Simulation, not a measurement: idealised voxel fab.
process module | voxel trench capacitor
cross-section cut | 160 nm wide | cells 5 nm
A cross-section is a grid of square cells, given in bands from the top down. A band is one or more rows of cells.
Each band's line starts with the height of the band's top and of its bottom, in nm. Then come its materials from left to right, each with its width in nm. One material with "throughout" fills the band from edge to edge. "air" is empty space.
Height 0 is the level under which the wafer as received is all one material. The lowest band goes on downwards, as in "0 down".
A width such as "30 to 40" changes by the same amount from each row of cells to the next, from the band's top row to its bottom row.
"no change" after a step means that no cell of the cross-section changed.
closed voids: empty space of 8 cells or more with no open way to the top, each as width x height at its distance from the left edge, in nm
after a step's settings: what the simulator itself notes on the step
overlay nm, on a step with a mask: how far to the right of its planned place the mask lay; to the left if negative
plan
1 op RECEIVE | material Si
2 op CONFORMAL_DEP | material SiN | thk nm 5
3 op DIRECTIONAL_DEP | material aC | thk nm 15
4 op PATTERN | tone open | mask id TRENCH | material resist | width nm 25 | pitch nm 45 | thk nm 35 | overlay nm 0
5 op DIRECTIONAL_ETCH | etch materials aC | depth nm 15
6 op STRIP | etch materials resist
7 op DIRECTIONAL_ETCH | etch materials SiN | depth nm 5
8 op DIRECTIONAL_ETCH | etch materials Si | depth nm 30
9 op STRIP | etch materials aC
10 op CONFORMAL_DEP | material Al2O3 | thk nm 5
11 op CONFORMAL_DEP | material TiN | thk nm 5
12 op FILL_DEP | material W | thk nm 10
13 op CMP | height nm 5
first wafer, as planned
as received, after step 1
  0 down: Si throughout
  closed voids: none
after step 2
  5 to 0: SiN throughout
  below 0: unchanged
after step 3
  20 to 5: aC throughout
  below 5: unchanged
after step 4
  55 to 20: resist 45 | air 25 | resist 20 | air 25 | resist 45
  below 20: unchanged
after step 5
  40 to 20: resist 45 | air 25 | resist 20 | air 25 | resist 45
  20 to 5: aC 45 | air 25 | aC 20 | air 25 | aC 45
  below 5: unchanged
after step 6
  20 to 5: aC 45 | air 25 | aC 20 | air 25 | aC 45
  below 5: unchanged
after step 7
  20 to 5: aC 45 | air 25 | aC 20 | air 25 | aC 45
  5 to 0: SiN 45 | air 25 | SiN 20 | air 25 | SiN 45
  below 0: unchanged
after step 8
  20 to 5: aC 45 | air 25 | aC 20 | air 25 | aC 45
  5 to 0: SiN 45 | air 25 | SiN 20 | air 25 | SiN 45
  0 to -30: Si 45 | air 25 | Si 20 | air 25 | Si 45
  below -30: unchanged
after step 9
  5 to 0: SiN 45 | air 25 | SiN 20 | air 25 | SiN 45
  below 0: unchanged
after step 10
  10 to 5: Al2O3 50 | air 15 | Al2O3 30 | air 15 | Al2O3 50
  5 to 0: SiN 45 | Al2O3 5 | air 15 | Al2O3 5 | SiN 20 | Al2O3 5 | air 15 | Al2O3 5 | SiN 45
  0 to -25: Si 45 | Al2O3 5 | air 15 | Al2O3 5 | Si 20 | Al2O3 5 | air 15 | Al2O3 5 | Si 45
  -25 to -30: Si 45 | Al2O3 25 | Si 20 | Al2O3 25 | Si 45
  below -30: unchanged
after step 11
  15 to 10: TiN 55 | air 5 | TiN 40 | air 5 | TiN 55
  10 to 5: Al2O3 50 | TiN 5 | air 5 | TiN 5 | Al2O3 30 | TiN 5 | air 5 | TiN 5 | Al2O3 50
  5 to 0: SiN 45 | Al2O3 5 | TiN 5 | air 5 | TiN 5 | Al2O3 5 | SiN 20 | Al2O3 5 | TiN 5 | air 5 | TiN 5 | Al2O3 5 | SiN 45
  0 to -20: Si 45 | Al2O3 5 | TiN 5 | air 5 | TiN 5 | Al2O3 5 | Si 20 | Al2O3 5 | TiN 5 | air 5 | TiN 5 | Al2O3 5 | Si 45
  -20 to -25: Si 45 | Al2O3 5 | TiN 15 | Al2O3 5 | Si 20 | Al2O3 5 | TiN 15 | Al2O3 5 | Si 45
  below -25: unchanged
after step 12
  25 to 15: W throughout
  15 to 10: TiN 55 | W 5 | TiN 40 | W 5 | TiN 55
  10 to 5: Al2O3 50 | TiN 5 | W 5 | TiN 5 | Al2O3 30 | TiN 5 | W 5 | TiN 5 | Al2O3 50
  5 to 0: SiN 45 | Al2O3 5 | TiN 5 | W 5 | TiN 5 | Al2O3 5 | SiN 20 | Al2O3 5 | TiN 5 | W 5 | TiN 5 | Al2O3 5 | SiN 45
  0 to -20: Si 45 | Al2O3 5 | TiN 5 | W 5 | TiN 5 | Al2O3 5 | Si 20 | Al2O3 5 | TiN 5 | W 5 | TiN 5 | Al2O3 5 | Si 45
  below -20: unchanged
after step 13
  5 to 0: SiN 45 | Al2O3 5 | TiN 5 | W 5 | TiN 5 | Al2O3 5 | SiN 20 | Al2O3 5 | TiN 5 | W 5 | TiN 5 | Al2O3 5 | SiN 45
  below 0: unchanged
second wafer: like start, like plan, one mistake. Through step 3 it matches the first wafer
when step 4 should have ended
  55 to 20: air 45 | resist 25 | air 20 | resist 25 | air 45
  below 20: unchanged
when step 5 should have ended
  40 to 20: air 45 | resist 25 | air 20 | resist 25 | air 45
  20 to 5: air 45 | aC 25 | air 20 | aC 25 | air 45
  below 5: unchanged
when step 6 should have ended
  20 to 5: air 45 | aC 25 | air 20 | aC 25 | air 45
  below 5: unchanged
when step 7 should have ended
  20 to 5: air 45 | aC 25 | air 20 | aC 25 | air 45
  5 to 0: air 45 | SiN 25 | air 20 | SiN 25 | air 45
  below 0: unchanged
when step 8 should have ended
  20 to 5: air 45 | aC 25 | air 20 | aC 25 | air 45
  5 to 0: air 45 | SiN 25 | air 20 | SiN 25 | air 45
  0 to -30: air 45 | Si 25 | air 20 | Si 25 | air 45
  below -30: unchanged
when step 9 should have ended
  5 to 0: air 45 | SiN 25 | air 20 | SiN 25 | air 45
  below 0: unchanged
when step 10 should have ended
  10 to 5: air 40 | Al2O3 35 | air 10 | Al2O3 35 | air 40
  5 to 0: air 40 | Al2O3 5 | SiN 25 | Al2O3 5 | air 10 | Al2O3 5 | SiN 25 | Al2O3 5 | air 40
  0 to -25: air 40 | Al2O3 5 | Si 25 | Al2O3 5 | air 10 | Al2O3 5 | Si 25 | Al2O3 5 | air 40
  -25 to -30: Al2O3 45 | Si 25 | Al2O3 20 | Si 25 | Al2O3 45
  below -30: unchanged
when step 11 should have ended
  15 to 10: air 35 | TiN 90 | air 35
  10 to 5: air 35 | TiN 5 | Al2O3 35 | TiN 10 | Al2O3 35 | TiN 5 | air 35
  5 to 0: air 35 | TiN 5 | Al2O3 5 | SiN 25 | Al2O3 5 | TiN 10 | Al2O3 5 | SiN 25 | Al2O3 5 | TiN 5 | air 35
  0 to -20: air 35 | TiN 5 | Al2O3 5 | Si 25 | Al2O3 5 | TiN 10 | Al2O3 5 | Si 25 | Al2O3 5 | TiN 5 | air 35
  -20 to -25: TiN 40 | Al2O3 5 | Si 25 | Al2O3 5 | TiN 10 | Al2O3 5 | Si 25 | Al2O3 5 | TiN 40
  below -25: unchanged
when step 12 should have ended
  25 to 15: W throughout
  15 to 10: W 35 | TiN 90 | W 35
  10 to 5: W 35 | TiN 5 | Al2O3 35 | TiN 10 | Al2O3 35 | TiN 5 | W 35
  5 to 0: W 35 | TiN 5 | Al2O3 5 | SiN 25 | Al2O3 5 | TiN 10 | Al2O3 5 | SiN 25 | Al2O3 5 | TiN 5 | W 35
  0 to -20: W 35 | TiN 5 | Al2O3 5 | Si 25 | Al2O3 5 | TiN 10 | Al2O3 5 | Si 25 | Al2O3 5 | TiN 5 | W 35
  below -20: unchanged
when step 13 should have ended
  5 to 0: W 35 | TiN 5 | Al2O3 5 | SiN 25 | Al2O3 5 | TiN 10 | Al2O3 5 | SiN 25 | Al2O3 5 | TiN 5 | W 35
  below 0: unchanged
what went wrong: step 4 ran as: op PATTERN | tone cover | mask id TRENCH | material resist | width nm 25 | pitch nm 45 | thk nm 35 | overlay nm 0
at the end the second wafer has, in cells: 12 more of Al2O3 | 72 fewer of Si | 12 fewer of SiN | 12 more of TiN | 60 more of W
